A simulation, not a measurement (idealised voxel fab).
voxel ribs on slabs: a process module
In the cross-section labelled cut, the width is 160 nm and each square cell is 5 nm.
For the purposes of this document, a cross-section shall be understood as a grid of square cells, specified as bands listed in top-to-bottom order, each band consisting of one or more rows of cells.
Basically the band line says how high the top is and how high the bottom is, in nm, and then what's in it from left to right, every material with its width in nm. Empty space shows up as "air", and if a single material carries "everywhere" it runs the full band edge to edge.
A quick word on heights: they are counted from 0, and under that level the wafer as it came to us is one material throughout. The lowest band is different from the rest in having no bottom; it simply continues downward, written as in "z 0 and below".
You'd read "30 to 40" like this: the band's top row of cells is as wide as the first number, its bottom row is as wide as the second, and going down, every row changes width by the same amount as the row before did.
Step marked "stayed the same"? Then no cell in the cross-section changed in it.
Look at "Listed closed voids" for the closed voids: empty spaces with no open path to the top, sized 8 cells or up. Each is width x height at distance, distance from the left edge, all nm.
Past the settings on a step's line: simulator remark, on that step.
overlay nm: mask right of planned place by this much (step with mask). Neg. = left.

## These are the steps we planned for the process
| 1 | op RECEIVE | material Si |
| 2 | op DIRECTIONAL_DEP | material SiO2 | thk nm 20 |
| 3 | op DIRECTIONAL_DEP | material polySi | thk nm 20 |
| 4 | op MASKED_ETCH | tone cover | mask id RIB | width nm 30 | etch materials polySi | depth nm 5 | overlay nm 0 |
| 5 | op PATTERN | tone cover | mask id SLAB | material resist | width nm 80 | thk nm 20 | overlay nm 0 |
| 6 | op DIRECTIONAL_ETCH | etch materials polySi | depth nm 15 |
| 7 | op STRIP | etch materials resist |
| 8 | op FILL_DEP | material SiO2 | thk nm 20 |
| 9 | op CMP | height nm 55 |
| 10 | op DIRECTIONAL_DEP | material W | thk nm 10 |
| 11 | op MASKED_ETCH | tone cover | mask id HEATER | width nm 40 | etch materials W | depth nm 10 | overlay nm 0 |
| 12 | op CONFORMAL_DEP | material SiN | thk nm 5 |

## Account of the first of two wafers, which was processed as intended

## Here's what the wafer looked like in cross-section when it arrived - that's after step 1
- z 0 and below: Si everywhere
- Listed closed voids: none

## The wafer in cross-section once step 2 is complete
- z 20 to 0: SiO2 everywhere
- Under the height 0 nothing was changed.

## The wafer in cross-section once step 3 is complete
- z 40 to 20: polySi everywhere
- Under the height 20 nothing was changed.

## The wafer in cross-section once step 4 is complete
- z 40 to 35: air=65 / polySi=30 / air=65
- Under the height 35 nothing was changed.

## The wafer in cross-section once step 5 is complete
- z 60 to 40: air=40 / resist=80 / air=40
- z 40 to 35: air=40 / resist=25 / polySi=30 / resist=25 / air=40
- Under the height 35 nothing was changed.

## The wafer in cross-section once step 6 is complete
- z 60 to 40: air=40 / resist=80 / air=40
- z 40 to 35: air=40 / resist=25 / polySi=30 / resist=25 / air=40
- z 35 to 20: air=40 / polySi=80 / air=40
- Under the height 20 nothing was changed.

## The wafer in cross-section once step 7 is complete
- z 40 to 35: air=65 / polySi=30 / air=65
- Under the height 35 nothing was changed.

## The wafer in cross-section once step 8 is complete
- z 60 to 40: SiO2 everywhere
- z 40 to 35: SiO2=65 / polySi=30 / SiO2=65
- z 35 to 20: SiO2=40 / polySi=80 / SiO2=40
- Under the height 20 nothing was changed.

## The wafer in cross-section once step 9 is complete
- z 55 to 40: SiO2 everywhere
- Under the height 40 nothing was changed.

## The wafer in cross-section once step 10 is complete
- z 65 to 55: W everywhere
- Under the height 55 nothing was changed.

## The wafer in cross-section once step 11 is complete
- z 65 to 55: air=60 / W=40 / air=60
- Under the height 55 nothing was changed.

## The wafer in cross-section once step 12 is complete
- z 70 to 65: air=55 / SiN=50 / air=55
- z 65 to 60: air=55 / SiN=5 / W=40 / SiN=5 / air=55
- z 60 to 55: SiN=60 / W=40 / SiN=60
- Under the height 55 nothing was changed.

## Second wafer, same starting conditions and recipe as the first, one mistake in executing it, nothing differs from the first up to and including step 10

## Cross-section of the second wafer when, according to plan, step 11 should have finished
- z 65 to 60: air=60 / W=40 / air=60
- Under the height 60 nothing was changed.

## Cross-section of the second wafer when, according to plan, step 12 should have finished
- z 70 to 65: air=55 / SiN=50 / air=55
- z 65 to 60: SiN=60 / W=40 / SiN=60
- Under the height 60 nothing was changed.
Short version of what went wrong: off-plan run, step 11, actual operation and settings op MASKED_ETCH | tone cover | mask id HEATER | width nm 40 | etch materials W | depth nm 5 | overlay nm 0
Upon completion, the second wafer contains, in terms of cells, a greater or smaller amount of certain materials than the first wafer: SiN -2; W +24
